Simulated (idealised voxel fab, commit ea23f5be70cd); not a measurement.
process module | voxel self aligned vias
cross-section cut | 200 nm wide | cells 5 nm
A cross-section is a grid of square cells, given in bands from the top down. A band is one or more rows of cells.
Each band's line starts with the height of the band's top and of its bottom, in nm. Then come its materials from left to right, each with its width in nm. One material with "throughout" fills the band from edge to edge. "air" is empty space.
Height 0 is the level under which the wafer as received is all one material. The lowest band goes on downwards, as in "0 down".
A width such as "30 to 40" changes by the same amount from each row of cells to the next, from the band's top row to its bottom row.
"no change" after a step means that no cell of the cross-section changed.
closed voids: empty space of 8 cells or more with no open way to the top, each as width x height at its distance from the left edge, in nm
after a step's settings: what the simulator itself notes on the step
overlay nm, on a step with a mask: how far to the right of its planned place the mask lay; to the left if negative
plan
1 op RECEIVE | material Si
2 op CONFORMAL_DEP | material SiO2 | thk nm 10
3 op CONFORMAL_DEP | material SiCN | thk nm 5
4 op DIRECTIONAL_DEP | material SiO2 | thk nm 20
5 op MASKED_ETCH | tone open | mask id LINES | width nm 30 | pitch nm 75 | etch materials SiO2 | depth nm 20 | overlay nm 0
6 op CONFORMAL_DEP | material TiN | thk nm 5
7 op FILL_DEP | material Ru | thk nm 5
8 op CMP | height nm 35
9 op SELECTIVE_ETCH | etch materials W Ru TiN | depth nm 5
10 op FILL_DEP | material SiN | thk nm 5
11 op CMP | height nm 35
12 op DIRECTIONAL_DEP | material SiO2 | thk nm 20
13 op MASKED_ETCH | tone open | mask id VIAS | width nm 50 | pitch nm 75 | etch materials SiO2 | depth nm 20 | overlay nm 0
14 op MASKED_ETCH | tone open | mask id VIAS | width nm 50 | pitch nm 75 | etch materials SiN | depth nm 5 | overlay nm 0
15 op CONFORMAL_DEP | material TiN | thk nm 5
16 op FILL_DEP | material W | thk nm 5
17 op CMP | height nm 55
18 op CONFORMAL_DEP | material SiN | thk nm 5
first wafer, as planned
as received, after step 1
  0 down: Si throughout
  closed voids: none
after step 2
  10 to 0: SiO2 throughout
  below 0: unchanged
after step 3
  15 to 10: SiCN throughout
  below 10: unchanged
after step 4
  35 to 15: SiO2 throughout
  below 15: unchanged
after step 5
  35 to 15: SiO2 45 | air 30 | SiO2 45 | air 30 | SiO2 50
  below 15: unchanged
after step 6
  40 to 35: TiN 50 | air 20 | TiN 55 | air 20 | TiN 55
  35 to 20: SiO2 45 | TiN 5 | air 20 | TiN 5 | SiO2 45 | TiN 5 | air 20 | TiN 5 | SiO2 50
  20 to 15: SiO2 45 | TiN 30 | SiO2 45 | TiN 30 | SiO2 50
  below 15: unchanged
after step 7
  45 to 40: Ru throughout
  40 to 35: TiN 50 | Ru 20 | TiN 55 | Ru 20 | TiN 55
  35 to 20: SiO2 45 | TiN 5 | Ru 20 | TiN 5 | SiO2 45 | TiN 5 | Ru 20 | TiN 5 | SiO2 50
  below 20: unchanged
after step 8
  35 to 20: SiO2 45 | TiN 5 | Ru 20 | TiN 5 | SiO2 45 | TiN 5 | Ru 20 | TiN 5 | SiO2 50
  below 20: unchanged
after step 9
  35 to 30: SiO2 45 | air 30 | SiO2 45 | air 30 | SiO2 50
  below 30: unchanged
after step 10
  40 to 35: SiN throughout
  35 to 30: SiO2 45 | SiN 30 | SiO2 45 | SiN 30 | SiO2 50
  below 30: unchanged
after step 11
  35 to 30: SiO2 45 | SiN 30 | SiO2 45 | SiN 30 | SiO2 50
  below 30: unchanged
after step 12
  55 to 35: SiO2 throughout
  below 35: unchanged
after step 13
  55 to 35: SiO2 35 | air 50 | SiO2 25 | air 50 | SiO2 40
  below 35: unchanged
after step 14
  55 to 35: SiO2 35 | air 50 | SiO2 25 | air 50 | SiO2 40
  35 to 30: SiO2 45 | air 30 | SiO2 45 | air 30 | SiO2 50
  below 30: unchanged
after step 15
  60 to 55: TiN 40 | air 40 | TiN 35 | air 40 | TiN 45
  55 to 40: SiO2 35 | TiN 5 | air 40 | TiN 5 | SiO2 25 | TiN 5 | air 40 | TiN 5 | SiO2 40
  40 to 35: SiO2 35 | TiN 15 | air 20 | TiN 15 | SiO2 25 | TiN 15 | air 20 | TiN 15 | SiO2 40
  35 to 30: SiO2 45 | TiN 30 | SiO2 45 | TiN 30 | SiO2 50
  below 30: unchanged
after step 16
  65 to 60: W throughout
  60 to 55: TiN 40 | W 40 | TiN 35 | W 40 | TiN 45
  55 to 40: SiO2 35 | TiN 5 | W 40 | TiN 5 | SiO2 25 | TiN 5 | W 40 | TiN 5 | SiO2 40
  40 to 35: SiO2 35 | TiN 15 | W 20 | TiN 15 | SiO2 25 | TiN 15 | W 20 | TiN 15 | SiO2 40
  below 35: unchanged
after step 17
  55 to 40: SiO2 35 | TiN 5 | W 40 | TiN 5 | SiO2 25 | TiN 5 | W 40 | TiN 5 | SiO2 40
  below 40: unchanged
after step 18
  60 to 55: SiN throughout
  below 55: unchanged
second wafer: like start, like plan, one mistake. Through step 14 it matches the first wafer
when step 15 should have ended
  60 to 40: SiO2 40 | air 40 | SiO2 35 | air 40 | SiO2 45
  40 to 35: SiO2 50 | air 20 | SiO2 55 | air 20 | SiO2 55
  35 to 30: SiO2 throughout
  below 30: unchanged
when step 16 should have ended
  65 to 60: W throughout
  60 to 40: SiO2 40 | W 40 | SiO2 35 | W 40 | SiO2 45
  40 to 35: SiO2 50 | W 20 | SiO2 55 | W 20 | SiO2 55
  below 35: unchanged
when step 17 should have ended
  55 to 40: SiO2 40 | W 40 | SiO2 35 | W 40 | SiO2 45
  below 40: unchanged
when step 18 should have ended
  60 to 55: SiN throughout
  below 55: unchanged
what went wrong: step 15 ran as: op CONFORMAL_DEP | material SiO2 | thk nm 5
at the end the second wafer has, in cells: 36 more of SiO2 | 36 fewer of TiN
